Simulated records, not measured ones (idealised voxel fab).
process module | voxel gate over fins
cross-section cut | 300 nm wide | cells 5 nm
A cross-section is a grid of square cells, given in bands from the top down. A band is one or more rows of cells.
Each band's line starts with the height of the band's top and of its bottom, in nm. Then come its materials from left to right, each with its width in nm. One material with "throughout" fills the band from edge to edge. "air" is empty space.
Height 0 is the level under which the wafer as received is all one material. The lowest band goes on downwards, as in "0 down".
A width such as "30 to 40" changes by the same amount from each row of cells to the next, from the band's top row to its bottom row.
"no change" after a step means that no cell of the cross-section changed.
closed voids: empty space of 8 cells or more with no open way to the top, each as width x height at its distance from the left edge, in nm
after a step's settings: what the simulator itself notes on the step
overlay nm, on a step with a mask: how far to the right of its planned place the mask lay; to the left if negative
plan
1 op RECEIVE | material Si
2 op CONFORMAL_DEP | material SiN | thk nm 10
3 op PATTERN | tone cover | mask id FINS | material resist | width nm 15 | pitch nm 40 | thk nm 15 | overlay nm 0
4 op DIRECTIONAL_ETCH | etch materials SiN | depth nm 10
5 op DIRECTIONAL_ETCH | etch materials Si | depth nm 35
6 op STRIP | etch materials resist
7 op FILL_DEP | material SiO2 | thk nm 15
8 op CMP | height nm 10
9 op SELECTIVE_ETCH | etch materials SiO2 | depth nm 25
10 op STRIP | etch materials SiN
11 op CONFORMAL_DEP | material HfO2 | thk nm 5
12 op CONFORMAL_DEP | material TiN | thk nm 5
13 op FILL_DEP | material W | thk nm 15
14 op CMP | height nm 20
15 op CONFORMAL_DEP | material SiN | thk nm 5
as received, after step 1
  0 down: Si throughout
  closed voids: none
first wafer at the end, as planned
  25 to 20: SiN throughout
  20 to 10: W throughout
  10 to 5: W 110 | TiN 35 | W 5 | TiN 35 | W 115
  5 to 0: W 110 | TiN 5 | HfO2 25 | TiN 5 | W 5 | TiN 5 | HfO2 25 | TiN 5 | W 115
  0 to -5: W 110 | TiN 5 | HfO2 5 | Si 15 | HfO2 5 | TiN 5 | W 5 | TiN 5 | HfO2 5 | Si 15 | HfO2 5 | TiN 5 | W 115
  -5 to -10: TiN 115 | HfO2 5 | Si 15 | HfO2 5 | TiN 15 | HfO2 5 | Si 15 | HfO2 5 | TiN 120
  -10 to -15: HfO2 120 | Si 15 | HfO2 25 | Si 15 | HfO2 125
  -15 to -35: SiO2 120 | Si 15 | SiO2 25 | Si 15 | SiO2 125
  -35 down: Si throughout
  closed voids: none
second wafer at the end: like start, like plan, one mistake
  25 to 20: SiN throughout
  20 to 10: W throughout
  10 to 5: TiN throughout
  5 to 0: HfO2 throughout
  0 to -35: SiO2 120 | Si 15 | SiO2 25 | Si 15 | SiO2 125
  -35 down: Si throughout
  closed voids: none
what went wrong: step 8 was left out
at the end the second wafer has, in cells: 12 fewer of HfO2 | 162 more of SiO2 | 12 fewer of TiN | 138 fewer of W
